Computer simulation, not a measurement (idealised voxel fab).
process module | voxel transistor to metal
cross-section cut | 200 nm wide | cells 5 nm
A cross-section is a grid of square cells, given in bands from the top down. A band is one or more rows of cells.
Each band's line starts with the height of the band's top and of its bottom, in nm. Then come its materials from left to right, each with its width in nm. One material with "throughout" fills the band from edge to edge. "air" is empty space.
Height 0 is the level under which the wafer as received is all one material. The lowest band goes on downwards, as in "0 down".
A width such as "30 to 40" changes by the same amount from each row of cells to the next, from the band's top row to its bottom row.
"no change" after a step means that no cell of the cross-section changed.
closed voids: empty space of 8 cells or more with no open way to the top, each as width x height at its distance from the left edge, in nm
after a step's settings: what the simulator itself notes on the step
overlay nm, on a step with a mask: how far to the right of its planned place the mask lay; to the left if negative
plan
1 op RECEIVE | material Si
2 op CONFORMAL_DEP | material SiO2 | thk nm 5
3 op CONFORMAL_DEP | material SiN | thk nm 15
4 op MASKED_ETCH | tone cover | mask id ACTIVE | width nm 85 | etch materials SiN | depth nm 15 | overlay nm 0
5 op MASKED_ETCH | tone cover | mask id ACTIVE | width nm 85 | etch materials SiO2 | depth nm 5 | overlay nm 0
6 op MASKED_ETCH | tone cover | mask id ACTIVE | width nm 85 | etch materials Si | depth nm 25 | overlay nm 0
7 op OXIDIZE | depth nm 5
8 op FILL_DEP | material SiO2 | thk nm 15
9 op CMP | height nm 20
10 op SELECTIVE_ETCH | etch materials SiO2 | depth nm 10
11 op STRIP | etch materials SiN
12 op SELECTIVE_ETCH | etch materials SiO2 | depth nm 5
13 op OXIDIZE | depth nm 5
14 op DIRECTIONAL_DEP | material polySi | thk nm 30
15 op DIRECTIONAL_DEP | material SiCN | thk nm 15
16 op DIRECTIONAL_DEP | material aC | thk nm 10
17 op PATTERN | tone cover | mask id GATE | material resist | width nm 15 | thk nm 25 | overlay nm 0
18 op DIRECTIONAL_ETCH | etch materials aC | depth nm 10
19 op STRIP | etch materials resist
20 op DIRECTIONAL_ETCH | etch materials SiCN | depth nm 25
21 op DIRECTIONAL_ETCH | etch materials polySi | depth nm 40
22 op STRIP | etch materials aC
23 op CONFORMAL_DEP | material SiO2 | thk nm 5
24 op DIRECTIONAL_ETCH | etch materials SiO2 | depth nm 5
25 op CONFORMAL_DEP | material SiN | thk nm 10
26 op DIRECTIONAL_ETCH | etch materials SiN | depth nm 10
27 op DIRECTIONAL_ETCH | etch materials SiO2 | depth nm 5
28 op DIRECTIONAL_ETCH | etch materials Si | depth nm 15
29 op EPI | material nSi | thk nm 15
30 op FILL_DEP | material SiO2 | thk nm 5
31 op CMP | height nm 45
32 op DIRECTIONAL_DEP | material SiO2 | thk nm 10
33 op DIRECTIONAL_DEP | material aC | thk nm 10
34 op PATTERN | tone open | mask id CONTACT | material resist | width nm 15 | pitch nm 60 | thk nm 30 | overlay nm 0
35 op DIRECTIONAL_ETCH | etch materials aC | depth nm 10
36 op STRIP | etch materials resist
37 op DIRECTIONAL_ETCH | etch materials SiO2 | depth nm 45
38 op STRIP | etch materials aC
39 op CONFORMAL_DEP | material TiN | thk nm 5
40 op FILL_DEP | material W | thk nm 10
41 op CMP | height nm 55
42 op CONFORMAL_DEP | material SiCN | thk nm 5
43 op DIRECTIONAL_DEP | material SiO2 | thk nm 15
44 op PATTERN | tone open | mask id METAL_1 | material resist | width nm 15 | pitch nm 60 | thk nm 15 | overlay nm 0
45 op DIRECTIONAL_ETCH | etch materials SiO2 | depth nm 15
46 op DIRECTIONAL_ETCH | etch materials SiCN | depth nm 5
47 op STRIP | etch materials resist
48 op CONFORMAL_DEP | material TiN | thk nm 5
49 op FILL_DEP | material W | thk nm 10
50 op CMP | height nm 75
51 op CONFORMAL_DEP | material SiCN | thk nm 5
52 op DIRECTIONAL_DEP | material SiO2 | thk nm 25
53 op PATTERN | tone open | mask id METAL_2 | material resist | width nm 15 | pitch nm 60 | thk nm 20 | overlay nm 0
54 op DIRECTIONAL_ETCH | etch materials SiO2 | depth nm 15
55 op STRIP | etch materials resist
56 op PATTERN | tone open | mask id METAL_2_HOLES | material resist | width nm 15 | pitch nm 60 | thk nm 20 | overlay nm 0
57 op DIRECTIONAL_ETCH | etch materials SiO2 | depth nm 10
58 op DIRECTIONAL_ETCH | etch materials SiCN | depth nm 5
59 op STRIP | etch materials resist
60 op CONFORMAL_DEP | material TiN | thk nm 5
61 op FILL_DEP | material Ru | thk nm 5
62 op CMP | height nm 105
63 op CONFORMAL_DEP | material SiCN | thk nm 5
as received, after step 1
  0 down: Si throughout
  closed voids: none
first wafer at the end, as planned
  110 to 105: SiCN throughout
  105 to 80: SiO2 60 | TiN 5 | Ru 5 | TiN 5 | SiO2 45 | TiN 5 | Ru 5 | TiN 5 | SiO2 65
  80 to 75: SiCN 60 | TiN 15 | SiCN 45 | TiN 15 | SiCN 65
  75 to 60: SiO2 60 | TiN 5 | W 5 | TiN 5 | SiO2 45 | TiN 5 | W 5 | TiN 5 | SiO2 65
  60 to 55: SiCN 60 | TiN 15 | SiCN 45 | TiN 15 | SiCN 65
  55 to 45: SiO2 60 | TiN 5 | W 5 | TiN 5 | SiO2 45 | TiN 5 | W 5 | TiN 5 | SiO2 65
  45 to 30: SiO2 60 | TiN 5 | W 5 | TiN 5 | SiN 10 | SiO2 5 | SiCN 15 | SiO2 5 | SiN 10 | TiN 5 | W 5 | TiN 5 | SiO2 65
  30 to 15: SiO2 60 | TiN 5 | W 5 | TiN 5 | SiN 10 | SiO2 5 | polySi 15 | SiO2 5 | SiN 10 | TiN 5 | W 5 | TiN 5 | SiO2 65
  15 to 10: SiO2 60 | TiN 15 | SiN 10 | SiO2 5 | polySi 15 | SiO2 5 | SiN 10 | TiN 15 | SiO2 65
  10 to 5: SiO2 60 | nSi 15 | SiN 10 | SiO2 5 | polySi 15 | SiO2 5 | SiN 10 | nSi 15 | SiO2 65
  5 to 0: SiO2 55 | SiN 10 | nSi 10 | SiN 10 | SiO2 5 | polySi 15 | SiO2 5 | SiN 10 | nSi 10 | SiN 10 | SiO2 60
  0 to -5: SiO2 65 | nSi 10 | SiO2 45 | nSi 10 | SiO2 70
  -5 to -20: SiO2 60 | Si 5 | nSi 10 | Si 45 | nSi 10 | Si 5 | SiO2 65
  -20 to -30: SiO2 60 | Si 75 | SiO2 65
  -30 down: Si throughout
  closed voids: none
second wafer at the end: like start, like plan, one mistake
  110 to 105: SiCN throughout
  105 to 80: SiO2 60 | TiN 5 | Ru 5 | TiN 5 | SiO2 45 | TiN 5 | Ru 5 | TiN 5 | SiO2 65
  80 to 75: SiCN 60 | TiN 15 | SiCN 45 | TiN 15 | SiCN 65
  75 to 60: SiO2 60 | TiN 5 | W 5 | TiN 5 | SiO2 45 | TiN 5 | W 5 | TiN 5 | SiO2 65
  60 to 55: SiCN 60 | TiN 15 | SiCN 45 | TiN 15 | SiCN 65
  55 to 45: SiO2 60 | TiN 5 | W 5 | TiN 5 | SiO2 45 | TiN 5 | W 5 | TiN 5 | SiO2 65
  45 to 25: SiO2 60 | TiN 5 | W 5 | TiN 5 | SiN 10 | SiO2 5 | polySi 15 | SiO2 5 | SiN 10 | TiN 5 | W 5 | TiN 5 | SiO2 65
  25 to 20: SiO2 60 | TiN 15 | SiN 10 | SiO2 5 | polySi 15 | SiO2 5 | SiN 10 | TiN 15 | SiO2 65
  20 to 5: SiO2 55 | SiN 85 | SiO2 60
  5 to 0: SiO2 throughout
  0 to -30: SiO2 60 | Si 75 | SiO2 65
  -30 down: Si throughout
  closed voids: none
what went wrong: step 9 was left out
at the end the second wafer has, in cells: 27 more of Si | 9 fewer of SiCN | 31 more of SiN | 8 fewer of SiO2 | 8 fewer of TiN | 4 fewer of W | 26 fewer of nSi | 3 fewer of polySi
